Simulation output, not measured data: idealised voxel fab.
The name of this process module is voxel self aligned contacts.
We display cut, a cross-section 200 nm in width whose square cells are each 5 nm.
Each cross-section below is a grid of square cells, stated as bands in top-down order, with one or more rows of cells making up each band.
It is stipulated that each band's entry specify, in nanometres, the height of the top of the band and then that of its bottom, followed by the materials of the band in left-to-right sequence, each together with its width in nanometres. A single material marked by the word "edge to edge" is understood to fill the band from edge to edge; the word "blank" is understood to denote empty space.
Below 0: as-received wafer, all one material; heights counted from there. Lowest band: no bottom, goes on down, written "0 -> down".
Quick explanation for "30->40": the width changes in equal steps down the rows of cells, from the first number in the band's top row to the second number in its bottom row.
For the purposes of this document, the phrase "everything unchanged" attached to a step denotes that no cell within the cross-section was modified by that step.
The list in "Closed internal cavities" covers empty spaces of 8 cells or more that cannot reach the top through any open way, and it gives each as width x height at distance; the distance is from the left edge, and width, height and distance are in nm.
Whatever follows a step's settings on its line is a remark the simulator itself makes about that step.
You can add "overlay nm" to a step's line. For a step with a mask, it describes how far the mask lay to the right of its planned position, and a negative number describes a lay to the left.
**Here's what the planned process steps look like**
1 RECEIVE: material Si
2 CONFORMAL_DEP: material SiO2, thk nm 5
3 DIRECTIONAL_DEP: material polySi, thk nm 30
4 DIRECTIONAL_DEP: material SiN, thk nm 20
5 DIRECTIONAL_DEP: material aC, thk nm 15
6 PATTERN: tone cover, mask id GATE, material resist, width nm 35, pitch nm 60, thk nm 35, overlay nm 0
7 DIRECTIONAL_ETCH: etch materials aC, depth nm 15
8 STRIP: etch materials resist
9 DIRECTIONAL_ETCH: etch materials SiN, depth nm 20
10 DIRECTIONAL_ETCH: etch materials polySi, depth nm 30
11 STRIP: etch materials aC
12 CONFORMAL_DEP: material SiN, thk nm 5
13 DIRECTIONAL_ETCH: etch materials SiN, depth nm 5
14 FILL_DEP: material SiO2, thk nm 15
15 CMP: height nm 60
16 MASKED_ETCH: tone open, mask id CONTACT, width nm 45, pitch nm 60, etch materials SiO2, depth nm 60, overlay nm 0
17 CONFORMAL_DEP: material TiN, thk nm 5
18 FILL_DEP: material Ru, thk nm 10
19 CMP: height nm 60
20 CONFORMAL_DEP: material SiCN, thk nm 5
**Wafer at receipt (post step 1), cross-section**
> 0 -> down: Si edge to edge
> Closed internal cavities: none
**Same starting wafer, same plan as above, one mistake in the execution; this is the cross-section at the end of the module**
> 65 -> 60: SiCN edge to edge
> 60 -> 55: Ru: 10 | TiN: 35 | SiO2: 45 | TiN: 15 | SiO2: 45 | TiN: 35 | Ru: 15
> 55 -> 35: Ru: 10 | TiN: 5 | SiN: 45 | SiO2: 15 | SiN: 45 | SiO2: 15 | SiN: 45 | TiN: 5 | Ru: 15
> 35 -> 5: Ru: 10 | TiN: 5 | SiN: 5 | polySi: 35 | SiN: 5 | SiO2: 15 | SiN: 5 | polySi: 35 | SiN: 5 | SiO2: 15 | SiN: 5 | polySi: 35 | SiN: 5 | TiN: 5 | Ru: 15
> 5 -> 0: TiN: 15 | SiO2: 165 | TiN: 20
> 0 -> down: Si edge to edge
> Closed internal cavities: none
what went wrong: step 16 was processed under conditions differing from the plan, specifically as MASKED_ETCH: tone cover, mask id CONTACT, width nm 45, pitch nm 60, etch materials SiO2, depth nm 60, overlay nm 0
